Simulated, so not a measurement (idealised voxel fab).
Herein follows the process module entitled voxel self aligned vias.
Displayed cross-section: cut, width of 300 nm, square cells sized 5 nm.
Cross-section = grid of square cells, listed top down in bands; band = one or more rows.
Basically the band line says how high the top is and how high the bottom is, in nm, and then what's in it from left to right, every material with its width in nm. Empty space shows up as "empty", and if a single material carries "all across" it runs the full band edge to edge.
Zero point of the height axis is 0; under it, received wafer = one material. Lowest band: continues down indefinitely, "0 down".
A two-number width, for instance "30..40", indicates that the width is equal to the first number in the top row of the band and to the second number in the bottom row, and that it changes by a constant amount per row of cells.
Step marked "remained unchanged"? Then no cell in the cross-section changed in it.
Heads up: "Closed void entries" only lists the empty pockets with no open path to the top that are 8 cells or more, and it writes them as width x height at distance, distance from the left edge, in nm.
On each step's line, the part that comes after the settings is the simulator's own comment on the step.
Regarding "overlay nm": on a step with a mask, it is the distance the mask lay to the right of its planned place; a negative value places it to the left.
Steps in the process plan:
1. RECEIVE (material Si)
2. CONFORMAL_DEP (material SiO2; thk nm 10)
3. CONFORMAL_DEP (material SiCN; thk nm 5)
4. DIRECTIONAL_DEP (material lowk; thk nm 20)
5. DIRECTIONAL_DEP (material aC; thk nm 10)
6. PATTERN (tone open; mask id LINES; material resist; width nm 15; pitch nm 70; thk nm 30; overlay nm 0)
7. DIRECTIONAL_ETCH (etch materials aC; depth nm 10)
8. STRIP (etch materials resist)
9. DIRECTIONAL_ETCH (etch materials lowk; depth nm 20)
10. STRIP (etch materials aC)
11. CONFORMAL_DEP (material TiN; thk nm 5)
12. FILL_DEP (material W; thk nm 10)
13. CMP (height nm 35)
14. SELECTIVE_ETCH (etch materials W Ru TiN; depth nm 5)
15. FILL_DEP (material SiN; thk nm 5)
16. CMP (height nm 35)
17. DIRECTIONAL_DEP (material lowk; thk nm 20)
18. PATTERN (tone open; mask id VIAS; material resist; width nm 40; thk nm 20; overlay nm 0)
19. DIRECTIONAL_ETCH (etch materials lowk; depth nm 20)
20. DIRECTIONAL_ETCH (etch materials SiN; depth nm 5)
21. STRIP (etch materials resist)
22. CONFORMAL_DEP (material TiN; thk nm 5)
23. FILL_DEP (material W; thk nm 10)
24. CMP (height nm 55)
25. CONFORMAL_DEP (material SiN; thk nm 5)
varied across the wafers: width nm of step 6. The plan shows the first wafer's value. All wafers start alike
As-received state after step 1, first of several wafers, cross-section:
> 0 down | Si all across
> Closed void entries: none
Rows = wafers. At module end, each row lists per material the cells gained (+) or lost (-) since the wafer was received, then the closed voids:
width nm 15 | +60 SiCN | +63 SiN | +120 SiO2 | +30 TiN | +23 W | +424 lowk | Closed void entries: none
width nm 20 | +60 SiCN | +64 SiN | +120 SiO2 | +32 TiN | +28 W | +416 lowk | Closed void entries: none
width nm 25 | +60 SiCN | +65 SiN | +120 SiO2 | +34 TiN | +33 W | +408 lowk | Closed void entries: none
width nm 30 | +60 SiCN | +66 SiN | +120 SiO2 | +36 TiN | +38 W | +400 lowk | Closed void entries: none
width nm 35 | +60 SiCN | +67 SiN | +120 SiO2 | +38 TiN | +43 W | +392 lowk | Closed void entries: none
